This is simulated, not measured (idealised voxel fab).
Proc. module: voxel self aligned contacts
cross-section cut | 300 nm wide | cells 5 nm
This document writes a cross-section as a grid whose cells are square, and gives it as bands, listed from the top down; one or more rows of cells form a band. In this notation a band is specified by the heights of its top and bottom, in that order and in nm, after which its materials appear from left to right, each paired with its width in nm. The word "all across" attached to a single material means that material fills the band from edge to edge; the word "empty" stands for empty space. Counting heights begins at 0, where everything beneath is, in the wafer as received, one material. The lowest band has no bottom; it goes on downwards, as "0 and below" shows. Width: "30..40" (first number = top row, second number = bottom row, same change from row to row of cells). Step note "everything unchanged" = no cross-section cell changed. So "Internal closed voids" is basically the list of trapped voids: any empty space of 8 cells or more that can't reach the top through an opening. They're written width x height at distance, the distance being from the left edge, and it's all nm. Past the settings on a step's line: simulator remark, on that step. "overlay nm" answers the question of how far to the right of plan the mask lay on a step that has a mask, and when it is negative the answer is to the left.

## This section lists the process steps that were planned
1) RECEIVE, material Si
2) CONFORMAL_DEP, material SiO2, thk nm 5
3) DIRECTIONAL_DEP, material polySi, thk nm 20
4) DIRECTIONAL_DEP, material SiN, thk nm 20
5) MASKED_ETCH, tone cover, mask id GATE, width nm 35, pitch nm 60, etch materials SiN, depth nm 20, overlay nm 0
6) MASKED_ETCH, tone cover, mask id GATE, width nm 35, pitch nm 60, etch materials polySi, depth nm 20, overlay nm 0
7) CONFORMAL_DEP, material SiN, thk nm 5
8) DIRECTIONAL_ETCH, etch materials SiN, depth nm 5
9) FILL_DEP, material SiO2, thk nm 15
10) CMP, height nm 50
11) PATTERN, tone open, mask id CONTACT, material resist, width nm 45, thk nm 15, overlay nm 0
12) DIRECTIONAL_ETCH, etch materials SiO2, depth nm 50
13) STRIP, etch materials resist
14) CONFORMAL_DEP, material TiN, thk nm 5
15) FILL_DEP, material W, thk nm 10
16) CMP, height nm 50
17) CONFORMAL_DEP, material SiN, thk nm 5

## Wafer at receipt (post step 1), cross-section
    0 and below | Si all across
    Internal closed voids: none

## Wafer at module end, in section. Began as above, planned as above, run with one mistake
    55 down to 50 | SiN all across
    50 down to 35 | SiO2 95, then SiN 45, then TiN 5, then W 5, then TiN 5, then SiN 45, then SiO2 100
    35 down to 30 | SiO2 95, then SiN 45, then TiN 15, then SiN 45, then SiO2 100
    30 down to 25 | SiN all across
    25 down to 5 | polySi all across
    5 down to 0 | SiO2 all across
    0 and below | Si all across
    Internal closed voids: none
Where did the run depart from the plan? step 4 ran differently from the plan; actual operation with settings: DIRECTIONAL_DEP, material SiN, thk nm 25
